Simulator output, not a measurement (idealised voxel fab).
The process module that follows is named voxel capacitor over wiring.
Square cell edge 5 nm, section width 300 nm, ID cut.
When this document writes out a cross-section, it uses a grid of square cells and lists it as bands, beginning at the top and moving down, with a band standing for one or more rows of cells. Basically the band line says how high the top is and how high the bottom is, in nm, and then what's in it from left to right, every material with its width in nm. Empty space shows up as "empty", and if a single material carries "full width" it runs the full band edge to edge. Heights are expressed relative to 0, this being the level below which the as-received wafer comprises one material exclusively. The lowest band is unbounded in the downward direction and is denoted as in "top 0, no bottom". The width entry "30 to 40" should be interpreted row by row: the top row of cells in the band takes the first number, the bottom row takes the second number, and the change between adjacent rows is uniform throughout. Take "stayed the same" at face value: in the step it is given for, the cross-section changed in none of its cells. In "Voids, fully enclosed" the enclosed voids are listed, meaning empty spaces of 8 cells or larger without any opening to the top. The form is width x height at distance, distance from the left edge, units nm. Note: text after step settings on the step line = simulator remark on that step. You can add "overlay nm" to a step's line. For a step with a mask, it describes how far the mask lay to the right of its planned position, and a negative number describes a lay to the left. Guide to the pairs. Each holds a before and an after cross-section around one process step; the after cross-section is cut off at the lowest band that changed. Look under the pair for the step between them and its settings. Pairs can come from different runs of this module on the same starting wafer, so a pair follows on from the one above it only where its entry headed "State on entry" says it does.
**State on entry**
  top 90, bottom 75 = aC full width
  top 75, bottom 70 = TiN full width
  top 70, bottom 65 = SiN full width
  top 65, bottom 60 = TiN full width
  top 60, bottom 50 = lowk 100 / Ru 15 / lowk 185
  top 50, bottom 45 = SiCN 100 / Ru 15 / SiCN 185
  top 45, bottom 40 = SiCN 80 / Ru 40 / SiCN 60 / Ru 40 / SiCN 80
  top 40, bottom 15 = lowk 85 / TiN 5 / Cu 20 / TiN 5 / lowk 70 / TiN 5 / Cu 20 / TiN 5 / lowk 85
  top 15, bottom 10 = SiCN 85 / TiN 30 / SiCN 70 / TiN 30 / SiCN 85
  top 10, bottom 0 = SiO2 full width
  top 0, no bottom = Si full width
  Voids, fully enclosed: none
**After the Step**
  top 120, bottom 90 = empty 105 / resist 70 / empty 125
  All layers under 90 are left as they were.
  Voids, fully enclosed: none
Can you say which step sits between the two cross-sections above? PATTERN with tone cover, mask id UPPER_PLATE, material resist, width nm 70, thk nm 30, overlay nm 0
State on entry: unchanged from the after cross-section in the pair immediately above; refer to that figure.
**After the Step**
  top 105, bottom 90 = empty 105 / resist 70 / empty 125
  top 90, bottom 75 = empty 105 / aC 70 / empty 125
  All layers under 75 are left as they were.
  Voids, fully enclosed: none
Can you say which step sits between the two cross-sections above? DIRECTIONAL_ETCH with etch materials aC, depth nm 15
State on entry: unchanged from the after cross-section in the pair immediately above; refer to that figure.
**After the Step**
  top 90, bottom 75 = empty 105 / aC 70 / empty 125
  All layers under 75 are left as they were.
  Voids, fully enclosed: none
Can you say which step sits between the two cross-sections above? STRIP with etch materials resist
State on entry: unchanged from the after cross-section in the pair immediately above; refer to that figure.
**After the Step**
  top 90, bottom 75 = empty 105 / aC 70 / empty 125
  top 75, bottom 70 = empty 105 / TiN 70 / empty 125
  All layers under 70 are left as they were.
  Voids, fully enclosed: none
Can you say which step sits between the two cross-sections above? DIRECTIONAL_ETCH with etch materials TiN, depth nm 5
State on entry: unchanged from the after cross-section in the pair immediately above; refer to that figure.
**After the Step**
  top 90, bottom 75 = empty 105 / aC 70 / empty 125
  top 75, bottom 70 = empty 105 / TiN 70 / empty 125
  top 70, bottom 65 = empty 105 / SiN 70 / empty 125
  All layers under 65 are left as they were.
  Voids, fully enclosed: none
Can you say which step sits between the two cross-sections above? DIRECTIONAL_ETCH with etch materials SiN, depth nm 5
State on entry: unchanged from the after cross-section in the pair immediately above; refer to that figure.
**After the Step**
  top 75, bottom 70 = empty 105 / TiN 70 / empty 125
  All layers under 70 are left as they were.
  Voids, fully enclosed: none
Can you say which step sits between the two cross-sections above? STRIP with etch materials aC
State on entry: unchanged from the after cross-section in the pair immediately above; refer to that figure.
**After the Step**
  top 90, bottom 80 = empty 105 / aC 70 / empty 125
  top 80, bottom 75 = aC full width
  top 75, bottom 70 = aC 105 / TiN 70 / aC 125
  top 70, bottom 65 = aC 105 / SiN 70 / aC 125
  All layers under 65 are left as they were.
  Voids, fully enclosed: none
Can you say which step sits between the two cross-sections above? DIRECTIONAL_DEP with material aC, thk nm 15
State on entry: unchanged from the after cross-section in the pair immediately above; refer to that figure.
**After the Step**
  top 125, bottom 90 = empty 95 / resist 85 / empty 120
  top 90, bottom 80 = empty 95 / resist 10 / aC 70 / resist 5 / empty 120
  All layers under 80 are left as they were.
  Voids, fully enclosed: none
Can you say which step sits between the two cross-sections above? PATTERN with tone cover, mask id LOWER_PLATE, material resist, width nm 85, thk nm 35, overlay nm 0
State on entry: unchanged from the after cross-section in the pair immediately above; refer to that figure.
**After the Step**
  top 110, bottom 90 = empty 95 / resist 85 / empty 120
  top 90, bottom 80 = empty 95 / resist 10 / aC 70 / resist 5 / empty 120
  top 80, bottom 75 = empty 95 / aC 85 / empty 120
  top 75, bottom 70 = empty 95 / aC 10 / TiN 70 / aC 5 / empty 120
  top 70, bottom 65 = empty 95 / aC 10 / SiN 70 / aC 5 / empty 120
  All layers under 65 are left as they were.
  Voids, fully enclosed: none
Can you say which step sits between the two cross-sections above? DIRECTIONAL_ETCH with etch materials aC, depth nm 15
State on entry: unchanged from the after cross-section in the pair immediately above; refer to that figure.
**After the Step**
  top 90, bottom 80 = empty 105 / aC 70 / empty 125
  All layers under 80 are left as they were.
  Voids, fully enclosed: none
Can you say which step sits between the two cross-sections above? STRIP with etch materials resist
State on entry: unchanged from the after cross-section in the pair immediately above; refer to that figure.
**After the Step**
  top 90, bottom 80 = empty 105 / aC 70 / empty 125
  top 80, bottom 75 = empty 95 / aC 85 / empty 120
  top 75, bottom 70 = empty 95 / aC 10 / TiN 70 / aC 5 / empty 120
  top 70, bottom 65 = empty 95 / aC 10 / SiN 70 / aC 5 / empty 120
  top 65, bottom 60 = empty 95 / TiN 85 / empty 120
  All layers under 60 are left as they were.
  Voids, fully enclosed: none
Can you say which step sits between the two cross-sections above? DIRECTIONAL_ETCH with etch materials TiN, depth nm 5
State on entry: unchanged from the after cross-section in the pair immediately above; refer to that figure.
**After the Step**
  top 75, bottom 70 = empty 105 / TiN 70 / empty 125
  top 70, bottom 65 = empty 105 / SiN 70 / empty 125
  All layers under 65 are left as they were.
  Voids, fully enclosed: none
Can you say which step sits between the two cross-sections above? STRIP with etch materials aC
State on entry: unchanged from the after cross-section in the pair immediately above; refer to that figure.
**After the Step**
  top 90, bottom 75 = SiO2 full width
  top 75, bottom 70 = SiO2 105 / TiN 70 / SiO2 125
  top 70, bottom 65 = SiO2 105 / SiN 70 / SiO2 125
  top 65, bottom 60 = SiO2 95 / TiN 85 / SiO2 120
  All layers under 60 are left as they were.
  Voids, fully enclosed: none
Can you say which step sits between the two cross-sections above? FILL_DEP with material SiO2, thk nm 15
State on entry: unchanged from the after cross-section in the pair immediately above; refer to that figure.
**After the Step**
  top 85, bottom 75 = SiO2 full width
  All layers under 75 are left as they were.
  Voids, fully enclosed: none
Can you say which step sits between the two cross-sections above? CMP with height nm 85
State on entry: unchanged from the after cross-section in the pair immediately above; refer to that figure.
**After the Step**
  top 100, bottom 85 = aC full width
  All layers under 85 are left as they were.
  Voids, fully enclosed: none
Can you say which step sits between the two cross-sections above? DIRECTIONAL_DEP with material aC, thk nm 15
State on entry: unchanged from the after cross-section in the pair immediately above; refer to that figure.
**After the Step**
  top 135, bottom 100 = resist 110 / empty 15 / resist 175
  All layers under 100 are left as they were.
  Voids, fully enclosed: none
Can you say which step sits between the two cross-sections above? PATTERN with tone open, mask id PLUG_2, material resist, width nm 15, thk nm 35, overlay nm 0
State on entry: unchanged from the after cross-section in the pair immediately above; refer to that figure.
**After the Step**
  top 120, bottom 100 = resist 110 / empty 15 / resist 175
  top 100, bottom 85 = aC 110 / empty 15 / aC 175
  All layers under 85 are left as they were.
  Voids, fully enclosed: none
Can you say which step sits between the two cross-sections above? DIRECTIONAL_ETCH with etch materials aC, depth nm 15
State on entry: unchanged from the after cross-section in the pair immediately above; refer to that figure.
**After the Step**
  top 100, bottom 85 = aC 110 / empty 15 / aC 175
  All layers under 85 are left as they were.
  Voids, fully enclosed: none
Can you say which step sits between the two cross-sections above? STRIP with etch materials resist
State on entry: unchanged from the after cross-section in the pair immediately above; refer to that figure.
**After the Step**
  top 100, bottom 85 = aC 110 / empty 15 / aC 175
  top 85, bottom 75 = SiO2 110 / empty 15 / SiO2 175
  All layers under 75 are left as they were.
  Voids, fully enclosed: none
Can you say which step sits between the two cross-sections above? DIRECTIONAL_ETCH with etch materials SiO2, depth nm 10
State on entry: unchanged from the after cross-section in the pair immediately above; refer to that figure.
**After the Step**
  top 85, bottom 75 = SiO2 110 / empty 15 / SiO2 175
  All layers under 75 are left as they were.
  Voids, fully enclosed: none
Can you say which step sits between the two cross-sections above? STRIP with etch materials aC
State on entry: unchanged from the after cross-section in the pair immediately above; refer to that figure.
**After the Step**
  top 90, bottom 85 = TiN 115 / empty 5 / TiN 180
  top 85, bottom 80 = SiO2 110 / TiN 5 / empty 5 / TiN 5 / SiO2 175
  top 80, bottom 70 = SiO2 110 to 105 / TiN 15 to 70 / SiO2 175 to 125
  All layers under 70 are left as they were.
  Voids, fully enclosed: none
Can you say which step sits between the two cross-sections above? CONFORMAL_DEP with material TiN, thk nm 5
State on entry: unchanged from the after cross-section in the pair immediately above; refer to that figure.
**After the Step**
  top 100, bottom 90 = Cu full width
  top 90, bottom 85 = TiN 115 / Cu 5 / TiN 180
  top 85, bottom 80 = SiO2 110 / TiN 5 / Cu 5 / TiN 5 / SiO2 175
  All layers under 80 are left as they were.
  Voids, fully enclosed: none
Can you say which step sits between the two cross-sections above? FILL_DEP with material Cu, thk nm 10
State on entry: unchanged from the after cross-section in the pair immediately above; refer to that figure.
**After the Step**
  top 85, bottom 80 = SiO2 110 / TiN 5 / Cu 5 / TiN 5 / SiO2 175
  All layers under 80 are left as they were.
  Voids, fully enclosed: none
Can you say which step sits between the two cross-sections above? CMP with height nm 85
State on entry: unchanged from the after cross-section in the pair immediately above; refer to that figure.
**After the Step**
  top 90, bottom 85 = SiCN full width
  All layers under 85 are left as they were.
  Voids, fully enclosed: none
Can you say which step sits between the two cross-sections above? CONFORMAL_DEP with material SiCN, thk nm 5
**State on entry**
  top 75, bottom 60 = aC full width
  top 60, bottom 50 = lowk full width
  top 50, bottom 45 = SiCN full width
  top 45, bottom 40 = SiCN 80 / Ru 40 / SiCN 60 / Ru 40 / SiCN 80
  top 40, bottom 15 = lowk 85 / TiN 5 / Cu 20 / TiN 5 / lowk 70 / TiN 5 / Cu 20 / TiN 5 / lowk 85
  top 15, bottom 10 = SiCN 85 / TiN 30 / SiCN 70 / TiN 30 / SiCN 85
  top 10, bottom 0 = SiO2 full width
  top 0, no bottom = Si full width
  Voids, fully enclosed: none
**After the Step**
  top 110, bottom 75 = resist 105 / empty 15 / resist 180
  All layers under 75 are left as they were.
  Voids, fully enclosed: none
Can you say which step sits between the two cross-sections above? PATTERN with tone open, mask id PLUG_1, material resist, width nm 15, thk nm 35, overlay nm 5
State on entry: unchanged from the after cross-section in the pair immediately above; refer to that figure.
**After the Step**
  top 95, bottom 75 = resist 105 / empty 15 / resist 180
  top 75, bottom 60 = aC 105 / empty 15 / aC 180
  All layers under 60 are left as they were.
  Voids, fully enclosed: none
Can you say which step sits between the two cross-sections above? DIRECTIONAL_ETCH with etch materials aC, depth nm 15
State on entry: unchanged from the after cross-section in the pair immediately above; refer to that figure.
**After the Step**
  top 75, bottom 60 = aC 105 / empty 15 / aC 180
  All layers under 60 are left as they were.
  Voids, fully enclosed: none
Can you say which step sits between the two cross-sections above? STRIP with etch materials resist
State on entry: unchanged from the after cross-section in the pair immediately above; refer to that figure.
**After the Step**
  top 75, bottom 60 = aC 105 / empty 15 / aC 180
  top 60, bottom 50 = lowk 105 / empty 15 / lowk 180
  All layers under 50 are left as they were.
  Voids, fully enclosed: none
Can you say which step sits between the two cross-sections above? DIRECTIONAL_ETCH with etch materials lowk, depth nm 10
State on entry: unchanged from the after cross-section in the pair immediately above; refer to that figure.
**After the Step**
  top 75, bottom 60 = aC 105 / empty 15 / aC 180
  top 60, bottom 50 = lowk 105 / empty 15 / lowk 180
  top 50, bottom 45 = SiCN 105 / empty 15 / SiCN 180
  All layers under 45 are left as they were.
  Voids, fully enclosed: none
Can you say which step sits between the two cross-sections above? DIRECTIONAL_ETCH with etch materials SiCN, depth nm 5
State on entry: unchanged from the after cross-section in the pair immediately above; refer to that figure.
**After the Step**
  top 60, bottom 50 = lowk 105 / empty 15 / lowk 180
  All layers under 50 are left as they were.
  Voids, fully enclosed: none
Can you say which step sits between the two cross-sections above? STRIP with etch materials aC
State on entry: unchanged from the after cross-section in the pair immediately above; refer to that figure.
**After the Step**
  top 60, bottom 55 = lowk 105 / empty 15 / lowk 180
  top 55, bottom 50 = lowk 105 / Ru 15 / lowk 180
  top 50, bottom 45 = SiCN 105 / Ru 15 / SiCN 180
  All layers under 45 are left as they were.
  Voids, fully enclosed: none
Can you say which step sits between the two cross-sections above? EPI with material Ru, thk nm 10
State on entry: unchanged from the after cross-section in the pair immediately above; refer to that figure.
**After the Step**
  top 60, bottom 50 = lowk 105 / Ru 15 / lowk 180
  All layers under 50 are left as they were.
  Voids, fully enclosed: none
Can you say which step sits between the two cross-sections above? EPI with material Ru, thk nm 5
State on entry: unchanged from the after cross-section in the pair immediately above; refer to that figure.
**After the Step**
  top 65, bottom 60 = TiN full width
  All layers under 60 are left as they were.
  Voids, fully enclosed: none
Can you say which step sits between the two cross-sections above? DIRECTIONAL_DEP with material TiN, thk nm 5
State on entry: unchanged from the after cross-section in the pair immediately above; refer to that figure.
**After the Step**
  top 70, bottom 65 = SiN full width
  All layers under 65 are left as they were.
  Voids, fully enclosed: none
Can you say which step sits between the two cross-sections above? DIRECTIONAL_DEP with material SiN, thk nm 5
State on entry: unchanged from the after cross-section in the pair immediately above; refer to that figure.
**After the Step**
  top 75, bottom 70 = TiN full width
  All layers under 70 are left as they were.
  Voids, fully enclosed: none
Can you say which step sits between the two cross-sections above? DIRECTIONAL_DEP with material TiN, thk nm 5
State on entry: unchanged from the after cross-section in the pair immediately above; refer to that figure.
**After the Step**
  top 90, bottom 75 = aC full width
  All layers under 75 are left as they were.
  Voids, fully enclosed: none
Can you say which step sits between the two cross-sections above? DIRECTIONAL_DEP with material aC, thk nm 15
State on entry: unchanged from the after cross-section in the pair immediately above; refer to that figure.
**After the Step**
  top 120, bottom 90 = empty 100 / resist 75 / empty 125
  All layers under 90 are left as they were.
  Voids, fully enclosed: none
Can you say which step sits between the two cross-sections above? PATTERN with tone cover, mask id UPPER_PLATE, material resist, width nm 75, thk nm 30, overlay nm 0
State on entry: unchanged from the after cross-section in the pair immediately above; refer to that figure.
**After the Step**
  top 105, bottom 90 = empty 100 / resist 75 / empty 125
  top 90, bottom 75 = empty 100 / aC 75 / empty 125
  All layers under 75 are left as they were.
  Voids, fully enclosed: none
Can you say which step sits between the two cross-sections above? DIRECTIONAL_ETCH with etch materials aC, depth nm 15
State on entry: unchanged from the after cross-section in the pair immediately above; refer to that figure.
**After the Step**
  top 90, bottom 75 = empty 100 / aC 75 / empty 125
  All layers under 75 are left as they were.
  Voids, fully enclosed: none
Can you say which step sits between the two cross-sections above? STRIP with etch materials resist
State on entry: unchanged from the after cross-section in the pair immediately above; refer to that figure.
**After the Step**
  top 90, bottom 75 = empty 100 / aC 75 / empty 125
  top 75, bottom 70 = empty 100 / TiN 75 / empty 125
  All layers under 70 are left as they were.
  Voids, fully enclosed: none
Can you say which step sits between the two cross-sections above? DIRECTIONAL_ETCH with etch materials TiN, depth nm 5
State on entry: unchanged from the after cross-section in the pair immediately above; refer to that figure.
**After the Step**
  top 90, bottom 75 = empty 100 / aC 75 / empty 125
  top 75, bottom 70 = empty 100 / TiN 75 / empty 125
  top 70, bottom 65 = empty 100 / SiN 75 / empty 125
  All layers under 65 are left as they were.
  Voids, fully enclosed: none
Can you say which step sits between the two cross-sections above? DIRECTIONAL_ETCH with etch materials SiN, depth nm 5
State on entry: unchanged from the after cross-section in the pair immediately above; refer to that figure.
**After the Step**
  top 75, bottom 70 = empty 100 / TiN 75 / empty 125
  All layers under 70 are left as they were.
  Voids, fully enclosed: none
Can you say which step sits between the two cross-sections above? STRIP with etch materials aC
State on entry: unchanged from the after cross-section in the pair immediately above; refer to that figure.
**After the Step**
  top 90, bottom 80 = empty 100 / aC 75 / empty 125
  top 80, bottom 75 = aC full width
  top 75, bottom 70 = aC 100 / TiN 75 / aC 125
  top 70, bottom 65 = aC 100 / SiN 75 / aC 125
  All layers under 65 are left as they were.
  Voids, fully enclosed: none
Can you say which step sits between the two cross-sections above? DIRECTIONAL_DEP with material aC, thk nm 15
State on entry: unchanged from the after cross-section in the pair immediately above; refer to that figure.
**After the Step**
  top 125, bottom 90 = empty 95 / resist 85 / empty 120
  top 90, bottom 80 = empty 95 / resist 5 / aC 75 / resist 5 / empty 120
  All layers under 80 are left as they were.
  Voids, fully enclosed: none
Can you say which step sits between the two cross-sections above? PATTERN with tone cover, mask id LOWER_PLATE, material resist, width nm 85, thk nm 35, overlay nm 0
State on entry: unchanged from the after cross-section in the pair immediately above; refer to that figure.
**After the Step**
  top 110, bottom 90 = empty 95 / resist 85 / empty 120
  top 90, bottom 80 = empty 95 / resist 5 / aC 75 / resist 5 / empty 120
  top 80, bottom 75 = empty 95 / aC 85 / empty 120
  top 75, bottom 70 = empty 95 / aC 5 / TiN 75 / aC 5 / empty 120
  top 70, bottom 65 = empty 95 / aC 5 / SiN 75 / aC 5 / empty 120
  All layers under 65 are left as they were.
  Voids, fully enclosed: none
Can you say which step sits between the two cross-sections above? DIRECTIONAL_ETCH with etch materials aC, depth nm 15
State on entry: unchanged from the after cross-section in the pair immediately above; refer to that figure.
**After the Step**
  top 90, bottom 80 = empty 100 / aC 75 / empty 125
  All layers under 80 are left as they were.
  Voids, fully enclosed: none
Can you say which step sits between the two cross-sections above? STRIP with etch materials resist
State on entry: unchanged from the after cross-section in the pair immediately above; refer to that figure.
**After the Step**
  top 90, bottom 80 = empty 100 / aC 75 / empty 125
  top 80, bottom 75 = empty 95 / aC 85 / empty 120
  top 75, bottom 70 = empty 95 / aC 5 / TiN 75 / aC 5 / empty 120
  top 70, bottom 65 = empty 95 / aC 5 / SiN 75 / aC 5 / empty 120
  top 65, bottom 60 = empty 95 / TiN 85 / empty 120
  All layers under 60 are left as they were.
  Voids, fully enclosed: none
Can you say which step sits between the two cross-sections above? DIRECTIONAL_ETCH with etch materials TiN, depth nm 5
State on entry: unchanged from the after cross-section in the pair immediately above; refer to that figure.
**After the Step**
  top 75, bottom 70 = empty 100 / TiN 75 / empty 125
  top 70, bottom 65 = empty 100 / SiN 75 / empty 125
  All layers under 65 are left as they were.
  Voids, fully enclosed: none
Can you say which step sits between the two cross-sections above? STRIP with etch materials aC
State on entry: unchanged from the after cross-section in the pair immediately above; refer to that figure.
**After the Step**
  top 90, bottom 75 = SiO2 full width
  top 75, bottom 70 = SiO2 100 / TiN 75 / SiO2 125
  top 70, bottom 65 = SiO2 100 / SiN 75 / SiO2 125
  top 65, bottom 60 = SiO2 95 / TiN 85 / SiO2 120
  All layers under 60 are left as they were.
  Voids, fully enclosed: none
Can you say which step sits between the two cross-sections above? FILL_DEP with material SiO2, thk nm 15
State on entry: unchanged from the after cross-section in the pair immediately above; refer to that figure.
**After the Step**
  top 85, bottom 75 = SiO2 full width
  All layers under 75 are left as they were.
  Voids, fully enclosed: none
Can you say which step sits between the two cross-sections above? CMP with height nm 85
State on entry: unchanged from the after cross-section in the pair immediately above; refer to that figure.
**After the Step**
  top 100, bottom 85 = aC full width
  All layers under 85 are left as they were.
  Voids, fully enclosed: none
Can you say which step sits between the two cross-sections above? DIRECTIONAL_DEP with material aC, thk nm 15
State on entry: unchanged from the after cross-section in the pair immediately above; refer to that figure.
**After the Step**
  top 135, bottom 100 = resist 110 / empty 15 / resist 175
  All layers under 100 are left as they were.
  Voids, fully enclosed: none
Can you say which step sits between the two cross-sections above? PATTERN with tone open, mask id PLUG_2, material resist, width nm 15, thk nm 35, overlay nm 0
State on entry: unchanged from the after cross-section in the pair immediately above; refer to that figure.
**After the Step**
  top 120, bottom 100 = resist 110 / empty 15 / resist 175
  top 100, bottom 85 = aC 110 / empty 15 / aC 175
  All layers under 85 are left as they were.
  Voids, fully enclosed: none
Can you say which step sits between the two cross-sections above? DIRECTIONAL_ETCH with etch materials aC, depth nm 15
State on entry: unchanged from the after cross-section in the pair immediately above; refer to that figure.
**After the Step**
  top 100, bottom 85 = aC 110 / empty 15 / aC 175
  All layers under 85 are left as they were.
  Voids, fully enclosed: none
Can you say which step sits between the two cross-sections above? STRIP with etch materials resist
State on entry: unchanged from the after cross-section in the pair immediately above; refer to that figure.
**After the Step**
  top 100, bottom 85 = aC 110 / empty 15 / aC 175
  top 85, bottom 75 = SiO2 110 / empty 15 / SiO2 175
  All layers under 75 are left as they were.
  Voids, fully enclosed: none
Can you say which step sits between the two cross-sections above? DIRECTIONAL_ETCH with etch materials SiO2, depth nm 10
State on entry: unchanged from the after cross-section in the pair immediately above; refer to that figure.
**After the Step**
  top 85, bottom 75 = SiO2 110 / empty 15 / SiO2 175
  All layers under 75 are left as they were.
  Voids, fully enclosed: none
Can you say which step sits between the two cross-sections above? STRIP with etch materials aC
State on entry: unchanged from the after cross-section in the pair immediately above; refer to that figure.
**After the Step**
  top 90, bottom 85 = TiN 115 / empty 5 / TiN 180
  top 85, bottom 80 = SiO2 110 / TiN 5 / empty 5 / TiN 5 / SiO2 175
  top 80, bottom 70 = SiO2 110 to 100 / TiN 15 to 75 / SiO2 175 to 125
  All layers under 70 are left as they were.
  Voids, fully enclosed: none
Can you say which step sits between the two cross-sections above? CONFORMAL_DEP with material TiN, thk nm 5
State on entry: unchanged from the after cross-section in the pair immediately above; refer to that figure.
**After the Step**
  top 100, bottom 90 = Cu full width
  top 90, bottom 85 = TiN 115 / Cu 5 / TiN 180
  top 85, bottom 80 = SiO2 110 / TiN 5 / Cu 5 / TiN 5 / SiO2 175
  All layers under 80 are left as they were.
  Voids, fully enclosed: none
Can you say which step sits between the two cross-sections above? FILL_DEP with material Cu, thk nm 10
State on entry: unchanged from the after cross-section in the pair immediately above; refer to that figure.
**After the Step**
  top 85, bottom 80 = SiO2 110 / TiN 5 / Cu 5 / TiN 5 / SiO2 175
  All layers under 80 are left as they were.
  Voids, fully enclosed: none
Can you say which step sits between the two cross-sections above? CMP with height nm 85
State on entry: unchanged from the after cross-section in the pair immediately above; refer to that figure.
**After the Step**
  top 90, bottom 85 = SiCN full width
  All layers under 85 are left as they were.
  Voids, fully enclosed: none
Can you say which step sits between the two cross-sections above? CONFORMAL_DEP with material SiCN, thk nm 5
**State on entry**
  top 0, no bottom = Si full width
  Voids, fully enclosed: none
**After the Step**
  top 10, bottom 0 = TiN full width
  All layers under 0 are left as they were.
  Voids, fully enclosed: none
Can you say which step sits between the two cross-sections above? CONFORMAL_DEP with material TiN, thk nm 10
State on entry: unchanged from the after cross-section in the pair immediately above; refer to that figure.
**After the Step**
  top 15, bottom 10 = SiCN full width
  All layers under 10 are left as they were.
  Voids, fully enclosed: none
Can you say which step sits between the two cross-sections above? CONFORMAL_DEP with material SiCN, thk nm 5
State on entry: unchanged from the after cross-section in the pair immediately above; refer to that figure.
**After the Step**
  top 40, bottom 15 = lowk full width
  All layers under 15 are left as they were.
  Voids, fully enclosed: none
Can you say which step sits between the two cross-sections above? DIRECTIONAL_DEP with material lowk, thk nm 25
State on entry: unchanged from the after cross-section in the pair immediately above; refer to that figure.
**After the Step**
  top 40, bottom 15 = lowk 85 / empty 30 / lowk 70 / empty 30 / lowk 85
  All layers under 15 are left as they were.
  Voids, fully enclosed: none
Can you say which step sits between the two cross-sections above? MASKED_ETCH with tone open, mask id METAL_1, width nm 30, pitch nm 100, etch materials lowk, depth nm 25, overlay nm 0
State on entry: unchanged from the after cross-section in the pair immediately above; refer to that figure.
**After the Step**
  top 40, bottom 15 = lowk 85 / empty 30 / lowk 70 / empty 30 / lowk 85
  top 15, bottom 10 = SiCN 85 / empty 30 / SiCN 70 / empty 30 / SiCN 85
  All layers under 10 are left as they were.
  Voids, fully enclosed: none
Can you say which step sits between the two cross-sections above? MASKED_ETCH with tone open, mask id METAL_1, width nm 30, pitch nm 100, etch materials SiCN, depth nm 5, overlay nm 0
State on entry: unchanged from the after cross-section in the pair immediately above; refer to that figure.
**After the Step**
  top 45, bottom 40 = TiN 90 / empty 20 / TiN 80 / empty 20 / TiN 90
  top 40, bottom 15 = lowk 85 / TiN 5 / empty 20 / TiN 5 / lowk 70 / TiN 5 / empty 20 / TiN 5 / lowk 85
  top 15, bottom 10 = SiCN 85 / TiN 30 / SiCN 70 / TiN 30 / SiCN 85
  All layers under 10 are left as they were.
  Voids, fully enclosed: none
Can you say which step sits between the two cross-sections above? CONFORMAL_DEP with material TiN, thk nm 5
State on entry: unchanged from the after cross-section in the pair immediately above; refer to that figure.
**After the Step**
  top 50, bottom 45 = Cu full width
  top 45, bottom 40 = TiN 90 / Cu 20 / TiN 80 / Cu 20 / TiN 90
  top 40, bottom 15 = lowk 85 / TiN 5 / Cu 20 / TiN 5 / lowk 70 / TiN 5 / Cu 20 / TiN 5 / lowk 85
  All layers under 15 are left as they were.
  Voids, fully enclosed: none
Can you say which step sits between the two cross-sections above? FILL_DEP with material Cu, thk nm 5
State on entry: unchanged from the after cross-section in the pair immediately above; refer to that figure.
**After the Step**
  top 40, bottom 15 = lowk 85 / TiN 5 / Cu 20 / TiN 5 / lowk 70 / TiN 5 / Cu 20 / TiN 5 / lowk 85
  All layers under 15 are left as they were.
  Voids, fully enclosed: none
Can you say which step sits between the two cross-sections above? CMP with height nm 40
State on entry: unchanged from the after cross-section in the pair immediately above; refer to that figure.
**After the Step**
  top 45, bottom 40 = empty 80 / Ru 40 / empty 60 / Ru 40 / empty 80
  All layers under 40 are left as they were.
  Voids, fully enclosed: none
Can you say which step sits between the two cross-sections above? EPI with material Ru, thk nm 5
State on entry: unchanged from the after cross-section in the pair immediately above; refer to that figure.
**After the Step**
  top 50, bottom 45 = SiCN full width
  top 45, bottom 40 = SiCN 80 / Ru 40 / SiCN 60 / Ru 40 / SiCN 80
  All layers under 40 are left as they were.
  Voids, fully enclosed: none
Can you say which step sits between the two cross-sections above? FILL_DEP with material SiCN, thk nm 5
State on entry: unchanged from the after cross-section in the pair immediately above; refer to that figure.
**After the Step**
  top 60, bottom 50 = lowk full width
  All layers under 50 are left as they were.
  Voids, fully enclosed: none
Can you say which step sits between the two cross-sections above? DIRECTIONAL_DEP with material lowk, thk nm 10
State on entry: unchanged from the after cross-section in the pair immediately above; refer to that figure.
**After the Step**
  top 75, bottom 60 = aC full width
  All layers under 60 are left as they were.
  Voids, fully enclosed: none
Can you say which step sits between the two cross-sections above? DIRECTIONAL_DEP with material aC, thk nm 15
State on entry: unchanged from the after cross-section in the pair immediately above; refer to that figure.
**After the Step**
  top 110, bottom 75 = resist 100 / empty 15 / resist 185
  All layers under 75 are left as they were.
  Voids, fully enclosed: none
Can you say which step sits between the two cross-sections above? PATTERN with tone open, mask id PLUG_1, material resist, width nm 15, thk nm 35, overlay nm 0
State on entry: unchanged from the after cross-section in the pair immediately above; refer to that figure.
**After the Step**
  top 95, bottom 75 = resist 100 / empty 15 / resist 185
  top 75, bottom 60 = aC 100 / empty 15 / aC 185
  All layers under 60 are left as they were.
  Voids, fully enclosed: none
Can you say which step sits between the two cross-sections above? DIRECTIONAL_ETCH with etch materials aC, depth nm 15
State on entry: unchanged from the after cross-section in the pair immediately above; refer to that figure.
**After the Step**
  top 75, bottom 60 = aC 100 / empty 15 / aC 185
  All layers under 60 are left as they were.
  Voids, fully enclosed: none
Can you say which step sits between the two cross-sections above? STRIP with etch materials resist
State on entry: unchanged from the after cross-section in the pair immediately above; refer to that figure.
**After the Step**
  top 75, bottom 60 = aC 100 / empty 15 / aC 185
  top 60, bottom 50 = lowk 100 / empty 15 / lowk 185
  All layers under 50 are left as they were.
  Voids, fully enclosed: none
Can you say which step sits between the two cross-sections above? DIRECTIONAL_ETCH with etch materials lowk, depth nm 10
State on entry: unchanged from the after cross-section in the pair immediately above; refer to that figure.
**After the Step**
  top 75, bottom 60 = aC 100 / empty 15 / aC 185
  top 60, bottom 50 = lowk 100 / empty 15 / lowk 185
  top 50, bottom 45 = SiCN 100 / empty 15 / SiCN 185
  All layers under 45 are left as they were.
  Voids, fully enclosed: none
Can you say which step sits between the two cross-sections above? DIRECTIONAL_ETCH with etch materials SiCN, depth nm 5
State on entry: unchanged from the after cross-section in the pair immediately above; refer to that figure.
**After the Step**
  top 60, bottom 50 = lowk 100 / empty 15 / lowk 185
  All layers under 50 are left as they were.
  Voids, fully enclosed: none
Can you say which step sits between the two cross-sections above? STRIP with etch materials aC
State on entry: unchanged from the after cross-section in the pair immediately above; refer to that figure.
**After the Step**
  top 60, bottom 55 = lowk 100 / empty 15 / lowk 185
  top 55, bottom 50 = lowk 100 / Ru 15 / lowk 185
  top 50, bottom 45 = SiCN 100 / Ru 15 / SiCN 185
  All layers under 45 are left as they were.
  Voids, fully enclosed: none
Can you say which step sits between the two cross-sections above? EPI with material Ru, thk nm 10
State on entry: unchanged from the after cross-section in the pair immediately above; refer to that figure.
**After the Step**
  top 60, bottom 50 = lowk 100 / Ru 15 / lowk 185
  All layers under 50 are left as they were.
  Voids, fully enclosed: none
Can you say which step sits between the two cross-sections above? EPI with material Ru, thk nm 5
State on entry: unchanged from the after cross-section in the pair immediately above; refer to that figure.
**After the Step**
  top 65, bottom 60 = TiN full width
  All layers under 60 are left as they were.
  Voids, fully enclosed: none
Can you say which step sits between the two cross-sections above? DIRECTIONAL_DEP with material TiN, thk nm 5
State on entry: unchanged from the after cross-section in the pair immediately above; refer to that figure.
**After the Step**
  top 70, bottom 65 = SiN full width
  All layers under 65 are left as they were.
  Voids, fully enclosed: none
Can you say which step sits between the two cross-sections above? DIRECTIONAL_DEP with material SiN, thk nm 5
